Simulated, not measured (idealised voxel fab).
process module | voxel quadruple lines
cross-section cut | 280 nm wide | cells 5 nm
A cross-section is a grid of square cells, given in bands from the top down. A band is one or more rows of cells.
Each band's line starts with the height of the band's top and of its bottom, in nm. Then come its materials from left to right, each with its width in nm. One material with "throughout" fills the band from edge to edge. "air" is empty space.
Height 0 is the level under which the wafer as received is all one material. The lowest band goes on downwards, as in "0 down".
A width such as "30 to 40" changes by the same amount from each row of cells to the next, from the band's top row to its bottom row.
"no change" after a step means that no cell of the cross-section changed.
closed voids: empty space of 8 cells or more with no open way to the top, each as width x height at its distance from the left edge, in nm
after a step's settings: what the simulator itself notes on the step
overlay nm, on a step with a mask: how far to the right of its planned place the mask lay; to the left if negative
plan
1 op RECEIVE | material Si
2 op CONFORMAL_DEP | material SiO2 | thk nm 10
3 op DIRECTIONAL_DEP | material W | thk nm 15
4 op DIRECTIONAL_DEP | material polySi | thk nm 20
5 op DIRECTIONAL_DEP | material aC | thk nm 20
6 op PATTERN | tone cover | mask id MANDREL | material resist | width nm 30 | thk nm 25 | overlay nm -15
7 op DIRECTIONAL_ETCH | etch materials aC | depth nm 20
8 op STRIP | etch materials resist
9 op CONFORMAL_DEP | material SiO2 | thk nm 10
10 op DIRECTIONAL_ETCH | etch materials SiO2 | depth nm 10
11 op STRIP | etch materials aC
12 op DIRECTIONAL_ETCH | etch materials polySi | depth nm 20
13 op STRIP | etch materials SiO2
14 op CONFORMAL_DEP | material SiN | thk nm 10
15 op DIRECTIONAL_ETCH | etch materials SiN | depth nm 10
16 op STRIP | etch materials polySi
17 op DIRECTIONAL_ETCH | etch materials W | depth nm 15
18 op STRIP | etch materials SiN
varied across the wafers: overlay nm of step 6. The plan shows the first wafer's value. All wafers start alike
first wafer as received, after step 1
  0 down: Si throughout
  closed voids: none
first wafer at the end, after step 18
  25 to 10: air 90 | W 10 | air 10 | W 10 | air 10 | W 10 | air 10 | W 10 | air 120
  10 to 0: SiO2 throughout
  0 down: Si throughout
  closed voids: none
last wafer at the end
  25 to 10: air 120 | W 10 | air 10 | W 10 | air 10 | W 10 | air 10 | W 10 | air 90
  10 to 0: SiO2 throughout
  0 down: Si throughout
  closed voids: none
each wafer at the end: cells of each material gained (+) or lost (-) since it was received, then its closed voids
overlay nm -15 | +112 SiO2 | +24 W | closed voids: none
overlay nm -10 | +112 SiO2 | +24 W | closed voids: none
overlay nm -5 | +112 SiO2 | +24 W | closed voids: none
overlay nm 0 | +112 SiO2 | +24 W | closed voids: none
overlay nm 5 | +112 SiO2 | +24 W | closed voids: none
overlay nm 10 | +112 SiO2 | +24 W | closed voids: none
overlay nm 15 | +112 SiO2 | +24 W | closed voids: none
